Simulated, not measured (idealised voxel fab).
Proc. module: voxel plated lines
Section cut is 260 nm wide and gridded with 5 nm square cells.
Reading order for cross-sections: top band down to bottom band. Underlying form: a grid of square cells. Band size: one or more rows of cells.
Within each band entry, the heights of the top and of the bottom of the band appear first, in that order and in nm; the materials of the band then follow from left to right, each with its corresponding width in nm. The designation "all across" on a single material indicates that it fills the band from edge to edge; the designation "blank" indicates empty space.
Height is counted from the level 0, under which the received wafer is composed throughout of one material. The lowest of the bands is not closed at the bottom but continues downward, in the notation "0 -> down".
You'd read "30..40" like this: the band's top row of cells is as wide as the first number, its bottom row is as wide as the second, and going down, every row changes width by the same amount as the row before did.
The cross-section has no changed cell in any step marked "identical to before".
Closed-off voids of 8+ cells (no open route to the top) go in "Fully enclosed voids", written width x height at distance from the left edge, in nm.
Step line, after settings: the simulator's comment on this step.
A step line may carry the setting "overlay nm", which, for steps involving a mask, states the distance by which the mask lay to the right of its intended position; negative values denote displacement to the left.

Intended process steps:
1: RECEIVE (material Si)
2: CONFORMAL_DEP (material SiO2; thk nm 15)
3: DIRECTIONAL_DEP (material TiN; thk nm 5)
4: PATTERN (tone open; mask id LINES; material resist; width nm 20; pitch nm 35; thk nm 40; overlay nm 0)
5: EPI (material Ru; thk nm 10)
6: EPI (material Ru; thk nm 5)
7: EPI (material Ru; thk nm 10)
8: STRIP (etch materials resist)
9: DIRECTIONAL_ETCH (etch materials TiN; depth nm 5)
10: CONFORMAL_DEP (material SiN; thk nm 10)

First of two wafers: run as planned:

The cross-section here shows the wafer as received, i.e. in its state after step 1:
- 0 -> down = Si all across
- Fully enclosed voids: none

State of the wafer after step 2, shown in cross-section:
- 15 -> 0 = SiO2 all across
- Below 0 it's all the same as before, nothing changed down there.

State of the wafer after step 3, shown in cross-section:
- 20 -> 15 = TiN all across
- Below 15 it's all the same as before, nothing changed down there.

State of the wafer after step 4, shown in cross-section:
- 60 -> 20 = 65 nm resist | 20 nm blank | 15 nm resist | 20 nm blank | 15 nm resist | 20 nm blank | 15 nm resist | 20 nm blank | 70 nm resist
- Below 20 it's all the same as before, nothing changed down there.

State of the wafer after step 5, shown in cross-section:
- 60 -> 30 = 65 nm resist | 20 nm blank | 15 nm resist | 20 nm blank | 15 nm resist | 20 nm blank | 15 nm resist | 20 nm blank | 70 nm resist
- 30 -> 20 = 65 nm resist | 20 nm Ru | 15 nm resist | 20 nm Ru | 15 nm resist | 20 nm Ru | 15 nm resist | 20 nm Ru | 70 nm resist
- Below 20 it's all the same as before, nothing changed down there.

State of the wafer after step 6, shown in cross-section:
- 60 -> 35 = 65 nm resist | 20 nm blank | 15 nm resist | 20 nm blank | 15 nm resist | 20 nm blank | 15 nm resist | 20 nm blank | 70 nm resist
- 35 -> 20 = 65 nm resist | 20 nm Ru | 15 nm resist | 20 nm Ru | 15 nm resist | 20 nm Ru | 15 nm resist | 20 nm Ru | 70 nm resist
- Below 20 it's all the same as before, nothing changed down there.

State of the wafer after step 7, shown in cross-section:
- 60 -> 45 = 65 nm resist | 20 nm blank | 15 nm resist | 20 nm blank | 15 nm resist | 20 nm blank | 15 nm resist | 20 nm blank | 70 nm resist
- 45 -> 20 = 65 nm resist | 20 nm Ru | 15 nm resist | 20 nm Ru | 15 nm resist | 20 nm Ru | 15 nm resist | 20 nm Ru | 70 nm resist
- Below 20 it's all the same as before, nothing changed down there.

State of the wafer after step 8, shown in cross-section:
- 45 -> 20 = 65 nm blank | 20 nm Ru | 15 nm blank | 20 nm Ru | 15 nm blank | 20 nm Ru | 15 nm blank | 20 nm Ru | 70 nm blank
- Below 20 it's all the same as before, nothing changed down there.

State of the wafer after step 9, shown in cross-section:
- 45 -> 20 = 65 nm blank | 20 nm Ru | 15 nm blank | 20 nm Ru | 15 nm blank | 20 nm Ru | 15 nm blank | 20 nm Ru | 70 nm blank
- 20 -> 15 = 65 nm blank | 20 nm TiN | 15 nm blank | 20 nm TiN | 15 nm blank | 20 nm TiN | 15 nm blank | 20 nm TiN | 70 nm blank
- Below 15 it's all the same as before, nothing changed down there.

State of the wafer after step 10, shown in cross-section:
- 55 -> 45 = 55 nm blank | 145 nm SiN | 60 nm blank
- 45 -> 25 = 55 nm blank | 10 nm SiN | 20 nm Ru | 15 nm SiN | 20 nm Ru | 15 nm SiN | 20 nm Ru | 15 nm SiN | 20 nm Ru | 10 nm SiN | 60 nm blank
- 25 -> 20 = 65 nm SiN | 20 nm Ru | 15 nm SiN | 20 nm Ru | 15 nm SiN | 20 nm Ru | 15 nm SiN | 20 nm Ru | 70 nm SiN
- 20 -> 15 = 65 nm SiN | 20 nm TiN | 15 nm SiN | 20 nm TiN | 15 nm SiN | 20 nm TiN | 15 nm SiN | 20 nm TiN | 70 nm SiN
- Below 15 it's all the same as before, nothing changed down there.

Second wafer, same starting conditions and recipe as the first, one mistake in executing it, nothing differs from the first up to and including step 3:

What the second wafer looks like in cross-section when step 4 should have wrapped up:
- 30 -> 20 = Ru all across
- Below 20 it's all the same as before, nothing changed down there.

What the second wafer looks like in cross-section when step 5 should have wrapped up:
- 70 -> 30 = 65 nm resist | 20 nm blank | 15 nm resist | 20 nm blank | 15 nm resist | 20 nm blank | 15 nm resist | 20 nm blank | 70 nm resist
- Below 30 it's all the same as before, nothing changed down there.

What the second wafer looks like in cross-section when step 6 should have wrapped up:
- 70 -> 35 = 65 nm resist | 20 nm blank | 15 nm resist | 20 nm blank | 15 nm resist | 20 nm blank | 15 nm resist | 20 nm blank | 70 nm resist
- 35 -> 30 = 65 nm resist | 20 nm Ru | 15 nm resist | 20 nm Ru | 15 nm resist | 20 nm Ru | 15 nm resist | 20 nm Ru | 70 nm resist
- Below 30 it's all the same as before, nothing changed down there.

What the second wafer looks like in cross-section when step 7 should have wrapped up:
- 70 -> 45 = 65 nm resist | 20 nm blank | 15 nm resist | 20 nm blank | 15 nm resist | 20 nm blank | 15 nm resist | 20 nm blank | 70 nm resist
- 45 -> 30 = 65 nm resist | 20 nm Ru | 15 nm resist | 20 nm Ru | 15 nm resist | 20 nm Ru | 15 nm resist | 20 nm Ru | 70 nm resist
- Below 30 it's all the same as before, nothing changed down there.

What the second wafer looks like in cross-section when step 8 should have wrapped up:
- 45 -> 30 = 65 nm blank | 20 nm Ru | 15 nm blank | 20 nm Ru | 15 nm blank | 20 nm Ru | 15 nm blank | 20 nm Ru | 70 nm blank
- Below 30 it's all the same as before, nothing changed down there.

What the second wafer looks like in cross-section when step 9 should have wrapped up: identical to before

What the second wafer looks like in cross-section when step 10 should have wrapped up:
- 55 -> 45 = 55 nm blank | 145 nm SiN | 60 nm blank
- 45 -> 40 = 55 nm blank | 10 nm SiN | 20 nm Ru | 15 nm SiN | 20 nm Ru | 15 nm SiN | 20 nm Ru | 15 nm SiN | 20 nm Ru | 10 nm SiN | 60 nm blank
- 40 -> 30 = 65 nm SiN | 20 nm Ru | 15 nm SiN | 20 nm Ru | 15 nm SiN | 20 nm Ru | 15 nm SiN | 20 nm Ru | 70 nm SiN
- Below 30 it's all the same as before, nothing changed down there.
What broke from the plan during processing? it was found that steps 4 and 5 of the process plan had been performed in exchanged positions
At the finish, the second wafer shows more or fewer cells for some materials than the first does: +72 Ru; -39 SiN; +36 TiN
